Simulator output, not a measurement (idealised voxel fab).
Title: Process Module voxel transistor to metal
Displayed cross-section: cut, width of 205 nm, square cells sized 5 nm.
Bands, listed from the top down, are how a cross-section gets written in this document; the cross-section itself is a grid of square cells, and a band is one or more rows of them.
This entry defines a band. It first specifies the height of the band's top and the height of its bottom in nm, and then specifies the band's materials from left to right, stating each material with its width in nm. The word "edge to edge" identifies a single material that fills the band from edge to edge, while the word "air" identifies empty space.
Note: height 0 marks the level under which the wafer is uniformly one material as received. Lowest band unbounded below, written "0..down".
The notation "30 to 40" denotes a width that varies across the rows of cells in the band, beginning at the first number in the top row, finishing at the second number in the bottom row, and changing by an identical amount from each row to the next.
Where a step carries "identical to before", the cross-section came out of it unchanged, cell for cell.
Empty spaces counting at least 8 cells and having no open way to the top are listed in "Enclosed internal voids". The notation width x height at distance is used for each, the distance being from the left edge and all three values in nm.
Post-settings text on a step line: simulator's own remark regarding the step.
overlay nm: for a step with a mask, the amount by which the mask lay right of where it was planned; a negative amount means left of it.

## Intended process steps
1,RECEIVE (material Si)
2,OXIDIZE (depth nm 5)
3,CONFORMAL_DEP (material SiN; thk nm 15)
4,PATTERN (tone cover; mask id ACTIVE; material resist; width nm 100; thk nm 15; overlay nm 0)
5,DIRECTIONAL_ETCH (etch materials SiN; depth nm 15)
6,DIRECTIONAL_ETCH (etch materials SiO2; depth nm 5)
7,DIRECTIONAL_ETCH (etch materials Si; depth nm 30)
8,STRIP (etch materials resist)
9,OXIDIZE (depth nm 5)
10,FILL_DEP (material SiO2; thk nm 10)
11,CMP (height nm 15)
12,SELECTIVE_ETCH (etch materials SiO2; depth nm 5)
13,STRIP (etch materials SiN)
14,SELECTIVE_ETCH (etch materials SiO2; depth nm 5)
15,OXIDIZE (depth nm 5)
16,DIRECTIONAL_DEP (material polySi; thk nm 30)
17,DIRECTIONAL_DEP (material SiCN; thk nm 15)
18,MASKED_ETCH (tone cover; mask id GATE; width nm 20; etch materials SiCN; depth nm 25; overlay nm 0)
19,MASKED_ETCH (tone cover; mask id GATE; width nm 20; etch materials polySi; depth nm 40; overlay nm 0)
20,CONFORMAL_DEP (material SiN; thk nm 10)
21,DIRECTIONAL_ETCH (etch materials SiN; depth nm 10)
22,DIRECTIONAL_ETCH (etch materials SiO2; depth nm 5)
23,DIRECTIONAL_ETCH (etch materials Si; depth nm 10)
24,EPI (material SiGe; thk nm 15)
25,FILL_DEP (material SiO2; thk nm 10)
26,CMP (height nm 40)
27,DIRECTIONAL_DEP (material SiO2; thk nm 10)
28,PATTERN (tone open; mask id CONTACT; material resist; width nm 20; pitch nm 70; thk nm 15; overlay nm 0)
29,DIRECTIONAL_ETCH (etch materials SiO2; depth nm 55)
30,STRIP (etch materials resist)
31,CONFORMAL_DEP (material TiN; thk nm 5)
32,FILL_DEP (material W; thk nm 10)
33,CMP (height nm 50)
34,DIRECTIONAL_DEP (material TiN; thk nm 5)
35,DIRECTIONAL_DEP (material Ru; thk nm 25)
36,MASKED_ETCH (tone cover; mask id METAL_1; width nm 20; pitch nm 70; etch materials Ru; depth nm 25; overlay nm 0)
37,MASKED_ETCH (tone cover; mask id METAL_1; width nm 20; pitch nm 70; etch materials TiN; depth nm 5; overlay nm 0)
38,FILL_DEP (material SiO2; thk nm 5)
39,CMP (height nm 80)
40,CONFORMAL_DEP (material SiN; thk nm 5)

## Cross-section of the wafer as it came to us, i.e., already through step 1
    0..down | Si edge to edge
    Enclosed internal voids: none

## This is how the wafer looks in cross-section once the module is done, given the starting state and plan above and one mistake in carrying the plan out
    85..80 | SiN edge to edge
    80..55 | SiO2 55 nm; Ru 20 nm; SiO2 50 nm; Ru 20 nm; SiO2 60 nm
    55..50 | SiO2 55 nm; TiN 20 nm; SiO2 50 nm; TiN 20 nm; SiO2 60 nm
    50..40 | SiO2 60 nm; TiN 5 nm; W 5 nm; TiN 5 nm; SiO2 55 nm; TiN 5 nm; W 5 nm; TiN 5 nm; SiO2 60 nm
    40..25 | SiO2 60 nm; TiN 5 nm; W 5 nm; TiN 5 nm; SiO2 5 nm; SiN 10 nm; SiCN 20 nm; SiN 10 nm; SiO2 10 nm; TiN 5 nm; W 5 nm; TiN 5 nm; SiO2 60 nm
    25..10 | SiO2 60 nm; TiN 5 nm; W 5 nm; TiN 5 nm; SiO2 5 nm; SiN 10 nm; polySi 20 nm; SiN 10 nm; SiO2 10 nm; TiN 5 nm; W 5 nm; TiN 5 nm; SiO2 60 nm
    10..5 | SiO2 60 nm; TiN 15 nm; SiO2 5 nm; SiN 10 nm; polySi 20 nm; SiN 10 nm; SiO2 10 nm; TiN 15 nm; SiO2 60 nm
    5..-5 | SiO2 45 nm; SiN 10 nm; SiO2 5 nm; TiN 5 nm; SiGe 15 nm; SiN 10 nm; polySi 20 nm; SiN 10 nm; SiGe 15 nm; TiN 10 nm; SiN 10 nm; SiO2 50 nm
    -5..-10 | SiO2 55 nm; SiGe 25 nm; SiO2 40 nm; SiGe 25 nm; SiO2 60 nm
    -10..-20 | SiO2 55 nm; SiGe 25 nm; Si 40 nm; SiGe 25 nm; SiO2 60 nm
    -20..-40 | SiO2 55 nm; Si 90 nm; SiO2 60 nm
    -40..down | Si edge to edge
    Enclosed internal voids: none
Heads up, the wafer didn't run the way we planned it: step 28 deviated from plan and actually ran as PATTERN (tone open; mask id CONTACT; material resist; width nm 15; pitch nm 70; thk nm 15; overlay nm 0)
